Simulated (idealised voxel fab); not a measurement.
You're looking at the process module voxel tone inversion.
Displayed cross-section: cut, width of 215 nm, square cells sized 5 nm.
If you're reading a cross-section in this doc, picture square cells in a grid; it comes to you as bands, top ones listed first down to the bottom, and a band can be one or more rows of cells.
Within each band entry, the heights of the top and of the bottom of the band appear first, in that order and in nm; the materials of the band then follow from left to right, each with its corresponding width in nm. The designation "full width" on a single material indicates that it fills the band from edge to edge; the designation "blank" indicates empty space.
Zero point of the height axis is 0; under it, received wafer = one material. Lowest band: continues down indefinitely, "0 nm and below".
Think of "30 to 40" as a width that walks from the first number to the second as you go down the band, top row to bottom row, taking equal-sized steps from row to row.
Where a step carries "stayed the same", the cross-section came out of it unchanged, cell for cell.
Listed in "Encapsulated voids": every empty space of 8 or more cells without an open way to the top. Form: width x height at distance, the distance being from the left edge, all in nm.
Read whatever lies past the settings on a step's line as the simulator's own remark about the step.
What "overlay nm" on a step's line means: if the step has a mask, that mask lay this far to the right of its planned place, or, when the value is negative, to the left.
-- The planned process steps are enumerated hereunder
- 1: RECEIVE | material Si
- 2: CONFORMAL_DEP | material SiN | thk nm 10
- 3: DIRECTIONAL_DEP | material polySi | thk nm 25
- 4: PATTERN | tone cover | mask id POSTS | material resist | width nm 20 | pitch nm 50 | thk nm 35 | overlay nm 0
- 5: DIRECTIONAL_ETCH | etch materials polySi | depth nm 25
- 6: STRIP | etch materials resist
- 7: FILL_DEP | material lowk | thk nm 5
- 8: CMP | height nm 35
- 9: STRIP | etch materials polySi
- 10: CONFORMAL_DEP | material TiN | thk nm 5
- 11: FILL_DEP | material Ru | thk nm 10
- 12: CMP | height nm 35
- 13: CONFORMAL_DEP | material SiCN | thk nm 5
-- Here's what the wafer looked like in cross-section when it arrived - that's after step 1
* 0 nm and below = Si full width
* Encapsulated voids: none
-- The plan above was carried out on the starting structure above with one mistake, and this cross-section shows the wafer at the end of the module
* 40 nm to 35 nm = SiCN full width
* 35 nm to 15 nm = Ru: 40; TiN: 5; lowk: 20; TiN: 5; Ru: 20; TiN: 5; lowk: 20; TiN: 5; Ru: 20; TiN: 5; lowk: 20; TiN: 5; Ru: 45
* 15 nm to 10 nm = TiN: 45; lowk: 20; TiN: 30; lowk: 20; TiN: 30; lowk: 20; TiN: 50
* 10 nm to 0 nm = SiN full width
* 0 nm and below = Si full width
* Encapsulated voids: none
What broke from the plan during processing? step 4 was not run as planned; what actually ran was PATTERN | tone open | mask id POSTS | material resist | width nm 20 | pitch nm 50 | thk nm 35 | overlay nm 0
